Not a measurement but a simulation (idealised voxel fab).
Process module heading - voxel gate over fins
Section cut is 165 nm wide and gridded with 5 nm square cells.
How to read a cross-section here: the picture is a grid of square cells, written as bands going from the top down, and any band can span one or more rows of cells.
Band entry format. Leading values: height of top, height of bottom, nm. Remainder: materials in left-to-right order, each with its width in nm. Special words: "edge to edge" on a single material, which then fills the band edge to edge; "empty", empty space.
Height is counted from the level 0, under which the received wafer is composed throughout of one material. The lowest of the bands is not closed at the bottom but continues downward, in the notation "from 0 down".
Quick explanation for "30..40": the width changes in equal steps down the rows of cells, from the first number in the band's top row to the second number in its bottom row.
"no change occurred" (step): cross-section cells unchanged, all of them.
You'll see "Closed void listing" listing empty spaces that have no way open to the top, as long as they're 8 cells or more; the notation is width x height at distance, where the distance is from the left edge, and all of it is in nm.
Post-settings text on a step line: simulator's own remark regarding the step.
A step's line can hold "overlay nm"; with a mask on that step, the setting says how far right of the planned place the mask lay, while a negative setting says it lay to the left.
[So here's the lineup of process steps we planned]
1) op RECEIVE | material Si
2) op CONFORMAL_DEP | material SiN | thk nm 5
3) op MASKED_ETCH | tone cover | mask id FINS | width nm 15 | pitch nm 45 | etch materials SiN | depth nm 5 | overlay nm 0
4) op MASKED_ETCH | tone cover | mask id FINS | width nm 15 | pitch nm 45 | etch materials Si | depth nm 30 | overlay nm 0
5) op OXIDIZE | depth nm 5
6) op FILL_DEP | material SiO2 | thk nm 10
7) op CMP | height nm 5
8) op SELECTIVE_ETCH | etch materials SiO2 | depth nm 20
9) op STRIP | etch materials SiN
10) op CONFORMAL_DEP | material HfO2 | thk nm 5
11) op CONFORMAL_DEP | material TiN | thk nm 5
12) op FILL_DEP | material W | thk nm 15
13) op CMP | height nm 20
14) op CONFORMAL_DEP | material SiN | thk nm 10
[Cross-section: wafer on arrival = after step 1]
    from 0 down | Si edge to edge
    Closed void listing: none
[First of two wafers: cross-section at end of module, run per plan]
    from 30 to 20 | SiN edge to edge
    from 20 to 10 | W edge to edge
    from 10 to 5 | W: 25; TiN: 25; W: 20; TiN: 25; W: 20; TiN: 25; W: 25
    from 5 to 0 | W: 25; TiN: 5; HfO2: 15; TiN: 5; W: 20; TiN: 5; HfO2: 15; TiN: 5; W: 20; TiN: 5; HfO2: 15; TiN: 5; W: 25
    from 0 to -5 | W: 25; TiN: 5; HfO2: 5; Si: 5; HfO2: 5; TiN: 5; W: 20; TiN: 5; HfO2: 5; Si: 5; HfO2: 5; TiN: 5; W: 20; TiN: 5; HfO2: 5; Si: 5; HfO2: 5; TiN: 5; W: 25
    from -5 to -10 | TiN: 30; HfO2: 5; Si: 5; HfO2: 5; TiN: 30; HfO2: 5; Si: 5; HfO2: 5; TiN: 30; HfO2: 5; Si: 5; HfO2: 5; TiN: 30
    from -10 to -15 | HfO2: 35; Si: 5; HfO2: 40; Si: 5; HfO2: 40; Si: 5; HfO2: 35
    from -15 to -35 | SiO2: 35; Si: 5; SiO2: 40; Si: 5; SiO2: 40; Si: 5; SiO2: 35
    from -35 down | Si edge to edge
    Closed void listing: none
[This cross-section belongs to the second wafer of two at the end of the module; the start and the plan were shared with the first, and the run included one mistake]
    from 30 to 20 | SiN edge to edge
    from 20 to 10 | W edge to edge
    from 10 to 5 | W: 25; TiN: 30; W: 15; TiN: 30; W: 15; TiN: 30; W: 20
    from 5 to 0 | W: 25; TiN: 5; HfO2: 20; TiN: 5; W: 15; TiN: 5; HfO2: 20; TiN: 5; W: 15; TiN: 5; HfO2: 20; TiN: 5; W: 20
    from 0 to -5 | W: 25; TiN: 5; HfO2: 5; Si: 10; HfO2: 5; TiN: 5; W: 15; TiN: 5; HfO2: 5; Si: 10; HfO2: 5; TiN: 5; W: 15; TiN: 5; HfO2: 5; Si: 10; HfO2: 5; TiN: 5; W: 20
    from -5 to -10 | TiN: 30; HfO2: 5; Si: 10; HfO2: 5; TiN: 25; HfO2: 5; Si: 10; HfO2: 5; TiN: 25; HfO2: 5; Si: 10; HfO2: 5; TiN: 25
    from -10 to -15 | HfO2: 35; Si: 10; HfO2: 35; Si: 10; HfO2: 35; Si: 10; HfO2: 30
    from -15 to -35 | SiO2: 35; Si: 10; SiO2: 35; Si: 10; SiO2: 35; Si: 10; SiO2: 30
    from -35 down | Si edge to edge
    Closed void listing: none
Want to know what went wrong? step 3 ran as: op MASKED_ETCH | tone cover | mask id FINS | width nm 20 | pitch nm 45 | etch materials SiN | depth nm 5 | overlay nm 0
Per the end-of-run cell counts, the second wafer holds more or fewer of some materials than the first: +21 Si; -12 SiO2; -9 W
